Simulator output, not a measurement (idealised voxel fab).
process module | voxel wiring stack
cross-section cut | 215 nm wide | cells 5 nm
A cross-section is a grid of square cells, given in bands from the top down. A band is one or more rows of cells.
Each band's line starts with the height of the band's top and of its bottom, in nm. Then come its materials from left to right, each with its width in nm. One material with "throughout" fills the band from edge to edge. "air" is empty space.
Height 0 is the level under which the wafer as received is all one material. The lowest band goes on downwards, as in "0 down".
A width such as "30 to 40" changes by the same amount from each row of cells to the next, from the band's top row to its bottom row.
"no change" after a step means that no cell of the cross-section changed.
closed voids: empty space of 8 cells or more with no open way to the top, each as width x height at its distance from the left edge, in nm
after a step's settings: what the simulator itself notes on the step
overlay nm, on a step with a mask: how far to the right of its planned place the mask lay; to the left if negative
plan
1 op RECEIVE | material Si
2 op CONFORMAL_DEP | material SiO2 | thk nm 15
3 op DIRECTIONAL_DEP | material TiN | thk nm 5
4 op DIRECTIONAL_DEP | material Ru | thk nm 25
5 op PATTERN | tone cover | mask id METAL_1 | material resist | width nm 25 | pitch nm 45 | thk nm 20 | overlay nm 0
6 op DIRECTIONAL_ETCH | etch materials Ru | depth nm 25
7 op DIRECTIONAL_ETCH | etch materials TiN | depth nm 5
8 op STRIP | etch materials resist
9 op FILL_DEP | material lowk | thk nm 5
10 op CMP | height nm 45
11 op CONFORMAL_DEP | material SiCN | thk nm 5
12 op DIRECTIONAL_DEP | material lowk | thk nm 20
13 op PATTERN | tone open | mask id PLUG_1 | material resist | width nm 15 | pitch nm 45 | thk nm 20 | overlay nm 0
14 op DIRECTIONAL_ETCH | etch materials lowk | depth nm 20
15 op DIRECTIONAL_ETCH | etch materials SiCN | depth nm 5
16 op STRIP | etch materials resist
17 op EPI | material Ru | thk nm 10
18 op EPI | material Ru | thk nm 10
19 op EPI | material Ru | thk nm 5
20 op DIRECTIONAL_DEP | material TiN | thk nm 5
21 op DIRECTIONAL_DEP | material W | thk nm 15
22 op PATTERN | tone cover | mask id METAL_2 | material resist | width nm 25 | pitch nm 45 | thk nm 15 | overlay nm 0
23 op DIRECTIONAL_ETCH | etch materials W | depth nm 15
24 op DIRECTIONAL_ETCH | etch materials TiN | depth nm 5
25 op STRIP | etch materials resist
26 op CONFORMAL_DEP | material SiN | thk nm 5
27 op FILL_DEP | material SiO2 | thk nm 5
28 op CMP | height nm 90
29 op CONFORMAL_DEP | material SiN | thk nm 5
as received, after step 1
  0 down: Si throughout
  closed voids: none
first wafer at the end, as planned
  95 to 90: SiN throughout
  90 to 75: SiO2 45 | SiN 5 | W 25 | SiN 5 | SiO2 10 | SiN 5 | W 25 | SiN 5 | SiO2 10 | SiN 5 | W 25 | SiN 5 | SiO2 45
  75 to 70: SiN 50 | TiN 25 | SiN 20 | TiN 25 | SiN 20 | TiN 25 | SiN 50
  70 to 50: lowk 50 | Ru 15 | lowk 30 | Ru 15 | lowk 30 | Ru 15 | lowk 60
  50 to 45: SiCN 50 | Ru 15 | SiCN 30 | Ru 15 | SiCN 30 | Ru 15 | SiCN 60
  45 to 20: lowk 50 | Ru 25 | lowk 20 | Ru 25 | lowk 20 | Ru 25 | lowk 50
  20 to 15: lowk 50 | TiN 25 | lowk 20 | TiN 25 | lowk 20 | TiN 25 | lowk 50
  15 to 0: SiO2 throughout
  0 down: Si throughout
  closed voids: none
second wafer at the end: like start, like plan, one mistake
  95 to 90: SiN throughout
  90 to 75: SiO2 45 | SiN 5 | W 25 | SiN 5 | SiO2 10 | SiN 5 | W 25 | SiN 5 | SiO2 10 | SiN 5 | W 25 | SiN 5 | SiO2 45
  75 to 70: SiN 50 | TiN 25 | SiN 20 | TiN 25 | SiN 20 | TiN 25 | SiN 50
  70 to 50: lowk 50 | Ru 15 | lowk 30 | Ru 15 | lowk 30 | Ru 15 | lowk 60
  50 to 45: SiCN 50 | Ru 15 | SiCN 30 | Ru 15 | SiCN 30 | Ru 15 | SiCN 60
  45 to 20: lowk 40 | Ru 25 | lowk 20 | Ru 25 | lowk 20 | Ru 25 | lowk 60
  20 to 15: lowk 40 | TiN 25 | lowk 20 | TiN 25 | lowk 20 | TiN 25 | lowk 60
  15 to 0: SiO2 throughout
  0 down: Si throughout
  closed voids: none
what went wrong: step 5 ran as: op PATTERN | tone cover | mask id METAL_1 | material resist | width nm 25 | pitch nm 45 | thk nm 20 | overlay nm -10
at the end the second wafer has, in cells: as many of each material as the first, in other places
